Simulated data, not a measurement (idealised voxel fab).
A process module follows: voxel ribs on slabs.
Square cells of 5 nm make up the cross-section cut, whose width is 250 nm.
Think of the cross-section as a grid of square cells. We describe it in bands, top to bottom, and each band covers one or more rows of those cells.
Quick guide to a band line: top height, bottom height (nm) up front; then every material left to right with its width in nm. Only one material and it's marked "throughout"? Then it fills the band edge to edge. And "empty" just means empty space.
We count height from 0. Below that, the starting wafer is all one material. The lowest band never ends at the bottom but goes on down; see "0 nm and below" for how that is written.
Per-row width for "30->40": begins at first number (top row of band), ends at second number (bottom row), increment between rows held constant.
It should be understood that the words "nothing changed", when stated for a given step, signify that the cross-section underwent no change in any of its cells during that step.
Each empty space that has no open way to the top and spans at least 8 cells appears under "Closed cavities" as width x height at distance, the distance counted from the left edge, all in nm.
Whatever follows a step's settings on its line is a remark the simulator itself makes about that step.
On any step carrying a mask, the "overlay nm" setting, if present on the step's line, tells how far right of its planned place the mask lay; negative values point to the left.

Process steps (planned):
1,op RECEIVE | material Si
2,op DIRECTIONAL_DEP | material SiO2 | thk nm 30
3,op DIRECTIONAL_DEP | material SiN | thk nm 15
4,op PATTERN | tone cover | mask id RIB | material resist | width nm 25 | thk nm 15 | overlay nm 0
5,op DIRECTIONAL_ETCH | etch materials SiN | depth nm 5
6,op STRIP | etch materials resist
7,op MASKED_ETCH | tone cover | mask id SLAB | width nm 75 | etch materials SiN | depth nm 10 | overlay nm -15
8,op FILL_DEP | material SiO2 | thk nm 25
9,op CMP | height nm 60
10,op DIRECTIONAL_DEP | material TiN | thk nm 10
11,op DIRECTIONAL_DEP | material aC | thk nm 10
12,op PATTERN | tone cover | mask id HEATER | material resist | width nm 35 | thk nm 30 | overlay nm 0
13,op DIRECTIONAL_ETCH | etch materials aC | depth nm 10
14,op STRIP | etch materials resist
15,op DIRECTIONAL_ETCH | etch materials TiN | depth nm 10
16,op STRIP | etch materials aC
17,op CONFORMAL_DEP | material SiN | thk nm 5
Every wafer here starts from the same state; it is the step 7 overlay nm that distinguishes them, and the value the plan gives belongs to the first wafer.

As-received state after step 1, first of several wafers, cross-section:
* 0 nm and below | Si throughout
* Closed cavities: none

The first of several wafers, seen in cross-section after the module's last step, step 17:
* 75 nm to 70 nm | 100 of empty, 45 of SiN, 105 of empty
* 70 nm to 65 nm | 100 of empty, 5 of SiN, 35 of TiN, 5 of SiN, 105 of empty
* 65 nm to 60 nm | 105 of SiN, 35 of TiN, 110 of SiN
* 60 nm to 45 nm | SiO2 throughout
* 45 nm to 40 nm | 110 of SiO2, 25 of SiN, 115 of SiO2
* 40 nm to 30 nm | 70 of SiO2, 75 of SiN, 105 of SiO2
* 30 nm to 0 nm | SiO2 throughout
* 0 nm and below | Si throughout
* Closed cavities: none

Cross-section, last wafer, module completion:
* 75 nm to 70 nm | 100 of empty, 45 of SiN, 105 of empty
* 70 nm to 65 nm | 100 of empty, 5 of SiN, 35 of TiN, 5 of SiN, 105 of empty
* 65 nm to 60 nm | 105 of SiN, 35 of TiN, 110 of SiN
* 60 nm to 45 nm | SiO2 throughout
* 45 nm to 40 nm | 110 of SiO2, 25 of SiN, 115 of SiO2
* 40 nm to 30 nm | 100 of SiO2, 75 of SiN, 75 of SiO2
* 30 nm to 0 nm | SiO2 throughout
* 0 nm and below | Si throughout
* Closed cavities: none

Here is how to read the rows: every wafer has a row, and it shows the wafer at the end of the module, giving for each material how many cells were gained (+) or lost (-) since the wafer was received, then listing its closed voids:
overlay nm -15 | +89 SiN | +565 SiO2 | +14 TiN | Closed cavities: none
overlay nm -10 | +89 SiN | +565 SiO2 | +14 TiN | Closed cavities: none
overlay nm -5 | +89 SiN | +565 SiO2 | +14 TiN | Closed cavities: none
overlay nm 0 | +89 SiN | +565 SiO2 | +14 TiN | Closed cavities: none
overlay nm 5 | +89 SiN | +565 SiO2 | +14 TiN | Closed cavities: none
overlay nm 10 | +89 SiN | +565 SiO2 | +14 TiN | Closed cavities: none
overlay nm 15 | +89 SiN | +565 SiO2 | +14 TiN | Closed cavities: none
